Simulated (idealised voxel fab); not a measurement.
Proc. module: voxel quadruple lines
The width of the displayed cross-section, cut, is 290 nm; its cells are square, with a size of 5 nm.
Each cross-section below is a grid of square cells, stated as bands in top-down order, with one or more rows of cells making up each band. The band entry comprises the height of the band's top followed by the height of its bottom, expressed in nm, and subsequently the band's materials from left to right, each stated together with its width in nm. Where a single material is marked with the word "throughout", that material fills the band from edge to edge. The word "blank" represents empty space. A quick word on heights: they are counted from 0, and under that level the wafer as it came to us is one material throughout. The lowest band is different from the rest in having no bottom; it simply continues downward, written as in "from 0 down". Think of "30->40" as a width that walks from the first number to the second as you go down the band, top row to bottom row, taking equal-sized steps from row to row. Where the words "remained the same" appear for a step, the cross-section shows no cell changed by that step; every cell remained as before. The entry titled "Sealed void inventory" provides the empty spaces that have no open way to the top, restricted to those of 8 cells or more. Each is presented as width x height at distance, the distance being measured from the left edge, with all three in nm. Anything after a step's settings on that line? It's the simulator's own note about the step. On any step carrying a mask, the "overlay nm" setting, if present on the step's line, tells how far right of its planned place the mask lay; negative values point to the left.

The process steps that were planned are listed below:
1) op RECEIVE | material Si
2) op CONFORMAL_DEP | material SiO2 | thk nm 10
3) op DIRECTIONAL_DEP | material TiN | thk nm 15
4) op DIRECTIONAL_DEP | material polySi | thk nm 20
5) op DIRECTIONAL_DEP | material aC | thk nm 20
6) op PATTERN | tone cover | mask id MANDREL | material resist | width nm 35 | thk nm 25 | overlay nm 0
7) op DIRECTIONAL_ETCH | etch materials aC | depth nm 20
8) op STRIP | etch materials resist
9) op CONFORMAL_DEP | material SiO2 | thk nm 15
10) op DIRECTIONAL_ETCH | etch materials SiO2 | depth nm 15
11) op STRIP | etch materials aC
12) op DIRECTIONAL_ETCH | etch materials polySi | depth nm 20
13) op STRIP | etch materials SiO2
14) op CONFORMAL_DEP | material SiN | thk nm 10
15) op DIRECTIONAL_ETCH | etch materials SiN | depth nm 10
16) op STRIP | etch materials polySi
17) op DIRECTIONAL_ETCH | etch materials TiN | depth nm 15
18) op STRIP | etch materials SiN
19) op FILL_DEP | material lowk | thk nm 10
20) op CMP | height nm 25

Shown in cross-section is the wafer as received, that is, as it stands after step 1:
    from 0 down = Si throughout
    Sealed void inventory: none

As-planned run: cross-section of the first of two wafers at end of module:
    from 25 to 10 = lowk: 100, then TiN: 10, then lowk: 15, then TiN: 10, then lowk: 15, then TiN: 10, then lowk: 15, then TiN: 10, then lowk: 105
    from 10 to 0 = SiO2 throughout
    from 0 down = Si throughout
    Sealed void inventory: none

So this is wafer number two of the two, cut at the end of the module - it started where the first did and had the same plan, we just got one thing wrong running it:
    from 25 to 10 = lowk: 90, then TiN: 10, then lowk: 15, then TiN: 10, then lowk: 15, then TiN: 10, then lowk: 15, then TiN: 10, then lowk: 115
    from 10 to 0 = SiO2 throughout
    from 0 down = Si throughout
    Sealed void inventory: none
So what did we get wrong on this run? in deviation from the planned setting, step 6 was conducted as op PATTERN | tone cover | mask id MANDREL | material resist | width nm 35 | thk nm 25 | overlay nm -10
At the end, each material covers as many cells on the second wafer as it does on the first, though the cells it covers are elsewhere.
